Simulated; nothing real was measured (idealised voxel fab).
voxel self aligned vias: a process module
Each square cell in cross-section cut measures 5 nm, and the section as a whole is 285 nm wide.
This document writes a cross-section as a grid whose cells are square, and gives it as bands, listed from the top down; one or more rows of cells form a band.
In this notation a band is specified by the heights of its top and bottom, in that order and in nm, after which its materials appear from left to right, each paired with its width in nm. The word "full width" attached to a single material means that material fills the band from edge to edge; the word "air" stands for empty space.
Convention: height 0 is the level below which the wafer, as received, is all one material. The lowest band does not terminate at the bottom but continues downward, represented as "z 0 and below".
The notation "30 to 40" denotes a width that varies across the rows of cells in the band, beginning at the first number in the top row, finishing at the second number in the bottom row, and changing by an identical amount from each row to the next.
No cell of the cross-section changed in a step that is given as "changes: none".
Enclosed voids (no open way to top), threshold 8 cells or more, entry "Listed closed voids", notation width x height at distance, distance from left edge, nm.
On each step's line, the part that comes after the settings is the simulator's own comment on the step.
overlay nm: where the mask lay relative to plan, measured to the right, on steps with a mask; negatives go left.

Intended process steps:
| 1 | RECEIVE with material Si |
| 2 | CONFORMAL_DEP with material SiO2, thk nm 10 |
| 3 | CONFORMAL_DEP with material SiCN, thk nm 5 |
| 4 | DIRECTIONAL_DEP with material lowk, thk nm 20 |
| 5 | MASKED_ETCH with tone open, mask id LINES, width nm 25, pitch nm 55, etch materials lowk, depth nm 20, overlay nm 0 |
| 6 | CONFORMAL_DEP with material TiN, thk nm 5 |
| 7 | FILL_DEP with material Ru, thk nm 10 |
| 8 | CMP with height nm 35 |
| 9 | SELECTIVE_ETCH with etch materials W Ru TiN, depth nm 5 |
| 10 | FILL_DEP with material SiN, thk nm 10 |
| 11 | CMP with height nm 35 |
| 12 | DIRECTIONAL_DEP with material lowk, thk nm 20 |
| 13 | PATTERN with tone open, mask id VIAS, material resist, width nm 35, pitch nm 110, thk nm 20, overlay nm 0 |
| 14 | DIRECTIONAL_ETCH with etch materials lowk, depth nm 20 |
| 15 | DIRECTIONAL_ETCH with etch materials SiN, depth nm 5 |
| 16 | STRIP with etch materials resist |
| 17 | CONFORMAL_DEP with material TiN, thk nm 5 |
| 18 | FILL_DEP with material W, thk nm 5 |
| 19 | CMP with height nm 55 |
| 20 | CONFORMAL_DEP with material SiN, thk nm 5 |

Shown in cross-section is the wafer as received, that is, as it stands after step 1:
> z 0 and below  Si full width
> Listed closed voids: none

Starting structure and process plan are as shown above, but one mistake was made in running the module; the wafer cross-section at the end of the module follows:
> z 60 to 55  SiN full width
> z 55 to 35  70 nm lowk; 5 nm TiN; 25 nm W; 5 nm TiN; 75 nm lowk; 5 nm TiN; 25 nm W; 5 nm TiN; 70 nm lowk
> z 35 to 30  70 nm SiN; 35 nm TiN; 75 nm SiN; 35 nm TiN; 70 nm SiN
> z 30 to 25  80 nm TiN; 15 nm Ru; 40 nm TiN; 15 nm Ru; 40 nm TiN; 15 nm Ru; 80 nm TiN
> z 25 to 10  75 nm lowk; 5 nm TiN; 15 nm Ru; 5 nm TiN; 30 nm lowk; 5 nm TiN; 15 nm Ru; 5 nm TiN; 30 nm lowk; 5 nm TiN; 15 nm Ru; 5 nm TiN; 75 nm lowk
> z 10 to 5  75 nm lowk; 25 nm TiN; 30 nm lowk; 25 nm TiN; 30 nm lowk; 25 nm TiN; 75 nm lowk
> z 5 to 0  SiCN full width
> z 0 and below  Si full width
> Listed closed voids: none
Where did the run depart from the plan? the plan's step 2 went unexecuted, having been skipped
